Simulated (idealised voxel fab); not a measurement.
Process module heading - voxel local oxidation
Square cells of 5 nm make up the cross-section cut, whose width is 250 nm.
The cross-sections in this document take the form of a grid made of square cells. They are written out as bands, in order from top to bottom. Each band consists of one or more rows of cells. The entry gives the band's vertical extent as a top height and a bottom height in nm, then its horizontal make-up as materials from left to right, each with a width in nm. "empty" stands for empty space; a single material marked "edge to edge" fills the band edge to edge. Heights from 0 (as-received wafer is one material below). Bottom band endless downward, as "0 and below". It should be noted that a width expressed as "30->40" varies in equal increments from row to row of cells within the band, taking the value of the first number at the top row and that of the second number at the bottom row. Basically "no change occurred" means that step didn't change any cell in the cross-section. Each empty space that has no open way to the top and spans at least 8 cells appears under "Closed void roster" as width x height at distance, the distance counted from the left edge, all in nm. Whatever follows a step's settings on its line is a remark the simulator itself makes about that step. Regarding "overlay nm": on a step with a mask, it is the distance the mask lay to the right of its planned place; a negative value places it to the left.

Process steps foreseen in the plan
1,RECEIVE: material Si
2,CONFORMAL_DEP: material SiO2, thk nm 5
3,CONFORMAL_DEP: material SiN, thk nm 15
4,DIRECTIONAL_DEP: material aC, thk nm 15
5,PATTERN: tone cover, mask id ACTIVE, material resist, width nm 125, thk nm 35, overlay nm -15
6,DIRECTIONAL_ETCH: etch materials aC, depth nm 15
7,STRIP: etch materials resist
8,DIRECTIONAL_ETCH: etch materials SiN, depth nm 15
9,STRIP: etch materials aC
10,SELECTIVE_ETCH: etch materials SiO2, depth nm 5
11,OXIDIZE: depth nm 15
12,STRIP: etch materials SiN
For this document, wafers share an identical start and vary in the step 5 overlay nm; the plan quotes the first wafer's value.

Here's the first of the wafers in cross-section, just as we got it, i.e. after step 1
0 and below: Si edge to edge
Closed void roster: none

Here's the first of several wafers in cross-section, end of the module, after the last step, step 12
5 down to 0: empty=50 | SiO2=115 | empty=85
0 down to -15: SiO2=65 | Si=85 | SiO2=100
-15 and below: Si edge to edge
Closed void roster: none

The module's end: a cross-section of the last wafer
5 down to 0: empty=80 | SiO2=115 | empty=55
0 down to -15: SiO2=95 | Si=85 | SiO2=70
-15 and below: Si edge to edge
Closed void roster: none

Wafer rows, end of module: cells per material gained (+) or lost (-) since receipt; closed voids last
overlay nm -15; -99 Si; +122 SiO2; Closed void roster: none
overlay nm -10; -99 Si; +122 SiO2; Closed void roster: none
overlay nm -5; -99 Si; +122 SiO2; Closed void roster: none
overlay nm 0; -99 Si; +122 SiO2; Closed void roster: none
overlay nm 5; -99 Si; +122 SiO2; Closed void roster: none
overlay nm 10; -99 Si; +122 SiO2; Closed void roster: none
overlay nm 15; -99 Si; +122 SiO2; Closed void roster: none
